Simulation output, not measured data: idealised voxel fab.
The document below concerns the process module designated voxel self aligned vias.
In the cross-section labelled cut, the width is 235 nm and each square cell is 5 nm.
Square cells in a grid make up a cross-section in this document, and the grid is given as bands, listed from the top down, each one or more rows of cells. Look at the band entry: it leads with the top's height and the bottom's height in nm. Then it lists the materials left to right, with a width in nm for each. The word "everywhere" on a single material says that material fills the band edge to edge. The word "air" is empty space. Basically, 0 is our baseline, since under it the wafer straight out of the box is all one material. The bottom band has no lower end and keeps on going down, so it looks like "0 down". A width given as "30->40" starts at the first number in the band's top row and ends at the second number in its bottom row, shifting by an equal amount at every step from row to row. The designation "nothing got changed", where it is given for a processing step, indicates that no cell of the cross-section was altered in the course of that step. What "Voids, fully enclosed" gives you is every empty space of 8 cells or more that is cut off from the top. Each appears as width x height at distance, with the distance taken from the left edge and width, height and distance all in nm. Where a step's line continues beyond its settings, the continuation is a remark by the simulator itself on that step. On any step carrying a mask, the "overlay nm" setting, if present on the step's line, tells how far right of its planned place the mask lay; negative values point to the left.

## Planned step list for the process
1) RECEIVE [material Si]
2) CONFORMAL_DEP [material SiO2] [thk nm 10]
3) CONFORMAL_DEP [material SiCN] [thk nm 5]
4) DIRECTIONAL_DEP [material SiO2] [thk nm 20]
5) PATTERN [tone open] [mask id LINES] [material resist] [width nm 20] [pitch nm 60] [thk nm 20] [overlay nm 0]
6) DIRECTIONAL_ETCH [etch materials SiO2] [depth nm 20]
7) STRIP [etch materials resist]
8) CONFORMAL_DEP [material TiN] [thk nm 5]
9) FILL_DEP [material Ru] [thk nm 5]
10) CMP [height nm 35]
11) SELECTIVE_ETCH [etch materials W Ru TiN] [depth nm 10]
12) FILL_DEP [material SiN] [thk nm 5]
13) CMP [height nm 35]
14) DIRECTIONAL_DEP [material SiO2] [thk nm 20]
15) DIRECTIONAL_DEP [material aC] [thk nm 15]
16) PATTERN [tone open] [mask id VIAS] [material resist] [width nm 30] [thk nm 35] [overlay nm 0]
17) DIRECTIONAL_ETCH [etch materials aC] [depth nm 15]
18) STRIP [etch materials resist]
19) DIRECTIONAL_ETCH [etch materials SiO2] [depth nm 20]
20) DIRECTIONAL_ETCH [etch materials SiN] [depth nm 10]
21) STRIP [etch materials aC]
22) CONFORMAL_DEP [material TiN] [thk nm 5]
23) FILL_DEP [material Ru] [thk nm 5]
24) CMP [height nm 55]
25) CONFORMAL_DEP [material SiN] [thk nm 5]

## Delivered wafer in cross-section: state after step 1
  0 down | Si everywhere
  Voids, fully enclosed: none

## Cross-section, first of two wafers, end of module, run as planned
  60 to 55 | SiN everywhere
  55 to 40 | 70 of SiO2, then 5 of TiN, then 20 of Ru, then 5 of TiN, then 135 of SiO2
  40 to 35 | 70 of SiO2, then 10 of TiN, then 10 of Ru, then 10 of TiN, then 135 of SiO2
  35 to 30 | 75 of SiO2, then 5 of TiN, then 10 of Ru, then 5 of TiN, then 40 of SiO2, then 20 of SiN, then 80 of SiO2
  30 to 25 | 75 of SiO2, then 20 of TiN, then 40 of SiO2, then 20 of SiN, then 80 of SiO2
  25 to 20 | 75 of SiO2, then 5 of TiN, then 10 of Ru, then 5 of TiN, then 40 of SiO2, then 5 of TiN, then 10 of Ru, then 5 of TiN, then 80 of SiO2
  20 to 15 | 75 of SiO2, then 20 of TiN, then 40 of SiO2, then 20 of TiN, then 80 of SiO2
  15 to 10 | SiCN everywhere
  10 to 0 | SiO2 everywhere
  0 down | Si everywhere
  Voids, fully enclosed: none

## Second wafer of the two, sectioned at the end of the module. It began like the first and followed the same plan, but one mistake was made while running it
  60 to 55 | SiN everywhere
  55 to 40 | 70 of SiO2, then 5 of TiN, then 20 of Ru, then 5 of TiN, then 135 of SiO2
  40 to 35 | 70 of SiO2, then 15 of TiN, then 5 of Ru, then 10 of TiN, then 135 of SiO2
  35 to 30 | 80 of SiO2, then 5 of TiN, then 5 of Ru, then 5 of TiN, then 45 of SiO2, then 15 of SiN, then 80 of SiO2
  30 to 25 | 80 of SiO2, then 15 of TiN, then 45 of SiO2, then 15 of SiN, then 80 of SiO2
  25 to 20 | 80 of SiO2, then 5 of TiN, then 5 of Ru, then 5 of TiN, then 45 of SiO2, then 5 of TiN, then 5 of Ru, then 5 of TiN, then 80 of SiO2
  20 to 15 | 80 of SiO2, then 15 of TiN, then 45 of SiO2, then 15 of TiN, then 80 of SiO2
  15 to 10 | SiCN everywhere
  10 to 0 | SiO2 everywhere
  0 down | Si everywhere
  Voids, fully enclosed: none
what went wrong: step 5: run off-plan, actual operation and settings PATTERN [tone open] [mask id LINES] [material resist] [width nm 15] [pitch nm 60] [thk nm 20] [overlay nm 0]
Final tally in cells, some materials are higher or lower on the second wafer than on the first: Ru -4, SiN -2, SiO2 +8, TiN -2
